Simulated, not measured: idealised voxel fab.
process module | voxel gate over fins
cross-section cut | 240 nm wide | cells 5 nm
A cross-section is a grid of square cells, given in bands from the top down. A band is one or more rows of cells.
Each band's line starts with the height of the band's top and of its bottom, in nm. Then come its materials from left to right, each with its width in nm. One material with "throughout" fills the band from edge to edge. "air" is empty space.
Height 0 is the level under which the wafer as received is all one material. The lowest band goes on downwards, as in "0 down".
A width such as "30 to 40" changes by the same amount from each row of cells to the next, from the band's top row to its bottom row.
"no change" after a step means that no cell of the cross-section changed.
closed voids: empty space of 8 cells or more with no open way to the top, each as width x height at its distance from the left edge, in nm
after a step's settings: what the simulator itself notes on the step
overlay nm, on a step with a mask: how far to the right of its planned place the mask lay; to the left if negative
plan
1 op RECEIVE | material Si
2 op CONFORMAL_DEP | material SiN | thk nm 10
3 op PATTERN | tone cover | mask id FINS | material resist | width nm 15 | pitch nm 35 | thk nm 15 | overlay nm 0
4 op DIRECTIONAL_ETCH | etch materials SiN | depth nm 10
5 op DIRECTIONAL_ETCH | etch materials Si | depth nm 40
6 op STRIP | etch materials resist
7 op FILL_DEP | material SiO2 | thk nm 10
8 op CMP | height nm 10
9 op SELECTIVE_ETCH | etch materials SiO2 | depth nm 20
10 op STRIP | etch materials SiN
11 op CONFORMAL_DEP | material HfO2 | thk nm 5
12 op CONFORMAL_DEP | material TiN | thk nm 5
13 op CONFORMAL_DEP | material TiAl | thk nm 5
14 op CONFORMAL_DEP | material TiN | thk nm 5
15 op FILL_DEP | material W | thk nm 10
16 op CMP | height nm 25
17 op CONFORMAL_DEP | material SiCN | thk nm 10
first wafer, as planned
as received, after step 1
  0 down: Si throughout
  closed voids: none
after step 2
  10 to 0: SiN throughout
  below 0: unchanged
after step 3
  25 to 10: air 75 | resist 15 | air 20 | resist 15 | air 20 | resist 15 | air 80
  below 10: unchanged
after step 4
  25 to 10: air 75 | resist 15 | air 20 | resist 15 | air 20 | resist 15 | air 80
  10 to 0: air 75 | SiN 15 | air 20 | SiN 15 | air 20 | SiN 15 | air 80
  below 0: unchanged
after step 5
  25 to 10: air 75 | resist 15 | air 20 | resist 15 | air 20 | resist 15 | air 80
  10 to 0: air 75 | SiN 15 | air 20 | SiN 15 | air 20 | SiN 15 | air 80
  0 to -40: air 75 | Si 15 | air 20 | Si 15 | air 20 | Si 15 | air 80
  below -40: unchanged
after step 6
  10 to 0: air 75 | SiN 15 | air 20 | SiN 15 | air 20 | SiN 15 | air 80
  below 0: unchanged
after step 7
  20 to 10: SiO2 throughout
  10 to 0: SiO2 75 | SiN 15 | SiO2 20 | SiN 15 | SiO2 20 | SiN 15 | SiO2 80
  0 to -40: SiO2 75 | Si 15 | SiO2 20 | Si 15 | SiO2 20 | Si 15 | SiO2 80
  below -40: unchanged
after step 8
  10 to 0: SiO2 75 | SiN 15 | SiO2 20 | SiN 15 | SiO2 20 | SiN 15 | SiO2 80
  below 0: unchanged
after step 9
  10 to 0: air 75 | SiN 15 | air 20 | SiN 15 | air 20 | SiN 15 | air 80
  0 to -10: air 75 | Si 15 | air 20 | Si 15 | air 20 | Si 15 | air 80
  below -10: unchanged
after step 10
  0 to -10: air 75 | Si 15 | air 20 | Si 15 | air 20 | Si 15 | air 80
  below -10: unchanged
after step 11
  5 to 0: air 70 | HfO2 25 | air 10 | HfO2 25 | air 10 | HfO2 25 | air 75
  0 to -5: air 70 | HfO2 5 | Si 15 | HfO2 5 | air 10 | HfO2 5 | Si 15 | HfO2 5 | air 10 | HfO2 5 | Si 15 | HfO2 5 | air 75
  -5 to -10: HfO2 75 | Si 15 | HfO2 20 | Si 15 | HfO2 20 | Si 15 | HfO2 80
  below -10: unchanged
after step 12
  10 to 5: air 65 | TiN 105 | air 70
  5 to 0: air 65 | TiN 5 | HfO2 25 | TiN 10 | HfO2 25 | TiN 10 | HfO2 25 | TiN 5 | air 70
  0 to -5: TiN 70 | HfO2 5 | Si 15 | HfO2 5 | TiN 10 | HfO2 5 | Si 15 | HfO2 5 | TiN 10 | HfO2 5 | Si 15 | HfO2 5 | TiN 75
  below -5: unchanged
after step 13
  15 to 10: air 60 | TiAl 115 | air 65
  10 to 5: air 60 | TiAl 5 | TiN 105 | TiAl 5 | air 65
  5 to 0: TiAl 65 | TiN 5 | HfO2 25 | TiN 10 | HfO2 25 | TiN 10 | HfO2 25 | TiN 5 | TiAl 70
  below 0: unchanged
after step 14
  20 to 15: air 55 | TiN 125 | air 60
  15 to 10: air 55 | TiN 5 | TiAl 115 | TiN 5 | air 60
  10 to 5: TiN 60 | TiAl 5 | TiN 105 | TiAl 5 | TiN 65
  below 5: unchanged
after step 15
  30 to 20: W throughout
  20 to 15: W 55 | TiN 125 | W 60
  15 to 10: W 55 | TiN 5 | TiAl 115 | TiN 5 | W 60
  below 10: unchanged
after step 16
  25 to 20: W throughout
  below 20: unchanged
after step 17
  35 to 25: SiCN throughout
  below 25: unchanged
second wafer: like start, like plan, one mistake. Through step 15 it matches the first wafer
when step 16 should have ended
  15 to 10: W 55 | TiN 5 | TiAl 115 | TiN 5 | W 60
  below 10: unchanged
when step 17 should have ended
  25 to 15: SiCN throughout
  below 15: unchanged
what went wrong: step 16 ran as: op CMP | height nm 15
at the end the second wafer has, in cells: 25 fewer of TiN | 71 fewer of W
